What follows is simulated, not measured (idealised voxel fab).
Process module heading - voxel fin reveal
Cross-sectional view cut (width: 185 nm; square cell size: 5 nm).
A cross-section is written here as square cells arranged in a grid, and it is given in bands from the top down, each band taking up one or more rows of cells. This entry defines a band. It first specifies the height of the band's top and the height of its bottom in nm, and then specifies the band's materials from left to right, stating each material with its width in nm. The word "throughout" identifies a single material that fills the band from edge to edge, while the word "blank" identifies empty space. All heights in this document are referenced to 0, defined as the level beneath which the wafer, as received, consists entirely of one material. The lowest band is not bounded below; it extends indefinitely downward and is written in the form "from 0 down". The notation "30..40" denotes a width that varies across the rows of cells in the band, beginning at the first number in the top row, finishing at the second number in the bottom row, and changing by an identical amount from each row to the next. Reading "all unchanged" for a step: not a cell of the cross-section changed in it. The label "Trapped void list" introduces a list of the empty spaces, 8 cells or larger, that have no open way up to the top; each entry in it reads width x height at distance, where the distance is taken from the left edge and all three are stated in nm. That trailing text on a step's line, after the settings, is the simulator's own remark on the step. "overlay nm" answers the question of how far to the right of plan the mask lay on a step that has a mask, and when it is negative the answer is to the left.
### So here's the lineup of process steps we planned
| 1 | RECEIVE | material Si |
| 2 | CONFORMAL_DEP | material SiN | thk nm 5 |
| 3 | MASKED_ETCH | tone cover | mask id FINS | width nm 15 | pitch nm 45 | etch materials SiN | depth nm 5 | overlay nm 0 |
| 4 | MASKED_ETCH | tone cover | mask id FINS | width nm 15 | pitch nm 45 | etch materials Si | depth nm 40 | overlay nm 0 |
| 5 | OXIDIZE | depth nm 5 |
| 6 | FILL_DEP | material SiO2 | thk nm 5 |
| 7 | CMP | height nm 5 |
| 8 | SELECTIVE_ETCH | etch materials SiO2 | depth nm 25 |
| 9 | STRIP | etch materials SiN |
### So, the first of our two wafers, run just as we planned it
### as received, after step 1
- from 0 down | Si throughout
- Trapped void list: none
### Cross-sectional representation of the wafer at the conclusion of step 2
- from 5 to 0 | SiN throughout
- Note: structure below 0 unchanged.
### Cross-sectional representation of the wafer at the conclusion of step 3
- from 5 to 0 | blank: 15  SiN: 15  blank: 30  SiN: 15  blank: 30  SiN: 15  blank: 30  SiN: 15  blank: 20
- Note: structure below 0 unchanged.
### Cross-sectional representation of the wafer at the conclusion of step 4
- from 5 to 0 | blank: 15  SiN: 15  blank: 30  SiN: 15  blank: 30  SiN: 15  blank: 30  SiN: 15  blank: 20
- from 0 to -40 | blank: 15  Si: 15  blank: 30  Si: 15  blank: 30  Si: 15  blank: 30  Si: 15  blank: 20
- Note: structure below -40 unchanged.
### Cross-sectional representation of the wafer at the conclusion of step 5
- from 5 to 0 | blank: 15  SiN: 15  blank: 30  SiN: 15  blank: 30  SiN: 15  blank: 30  SiN: 15  blank: 20
- from 0 to -40 | blank: 15  SiO2: 5  Si: 5  SiO2: 5  blank: 30  SiO2: 5  Si: 5  SiO2: 5  blank: 30  SiO2: 5  Si: 5  SiO2: 5  blank: 30  SiO2: 5  Si: 5  SiO2: 5  blank: 20
- from -40 to -45 | SiO2: 20  Si: 5  SiO2: 40  Si: 5  SiO2: 40  Si: 5  SiO2: 40  Si: 5  SiO2: 25
- Note: structure below -45 unchanged.
### Cross-sectional representation of the wafer at the conclusion of step 6
- from 10 to 5 | SiO2 throughout
- from 5 to 0 | SiO2: 15  SiN: 15  SiO2: 30  SiN: 15  SiO2: 30  SiN: 15  SiO2: 30  SiN: 15  SiO2: 20
- from 0 to -45 | SiO2: 20  Si: 5  SiO2: 40  Si: 5  SiO2: 40  Si: 5  SiO2: 40  Si: 5  SiO2: 25
- Note: structure below -45 unchanged.
### Cross-sectional representation of the wafer at the conclusion of step 7
- from 5 to 0 | SiO2: 15  SiN: 15  SiO2: 30  SiN: 15  SiO2: 30  SiN: 15  SiO2: 30  SiN: 15  SiO2: 20
- Note: structure below 0 unchanged.
### Cross-sectional representation of the wafer at the conclusion of step 8
- from 5 to 0 | blank: 15  SiN: 15  blank: 30  SiN: 15  blank: 30  SiN: 15  blank: 30  SiN: 15  blank: 20
- from 0 to -20 | blank: 20  Si: 5  blank: 40  Si: 5  blank: 40  Si: 5  blank: 40  Si: 5  blank: 25
- Note: structure below -20 unchanged.
### Cross-sectional representation of the wafer at the conclusion of step 9
- from 0 to -20 | blank: 20  Si: 5  blank: 40  Si: 5  blank: 40  Si: 5  blank: 40  Si: 5  blank: 25
- Note: structure below -20 unchanged.
### Regarding the second of the two wafers: it shared the first wafer's starting condition and process plan, yet one error occurred during its execution. Its history coincides with that of the first wafer up to and including step 8
Here is the second wafer in cross-section at the point where step 9 of the plan should have been done: all unchanged
Error vs. plan: the run left out plan step 9 entirely, so it was never executed
Bottom line after processing is that, in cells, the second wafer is up or down on some materials versus the first: SiN +12
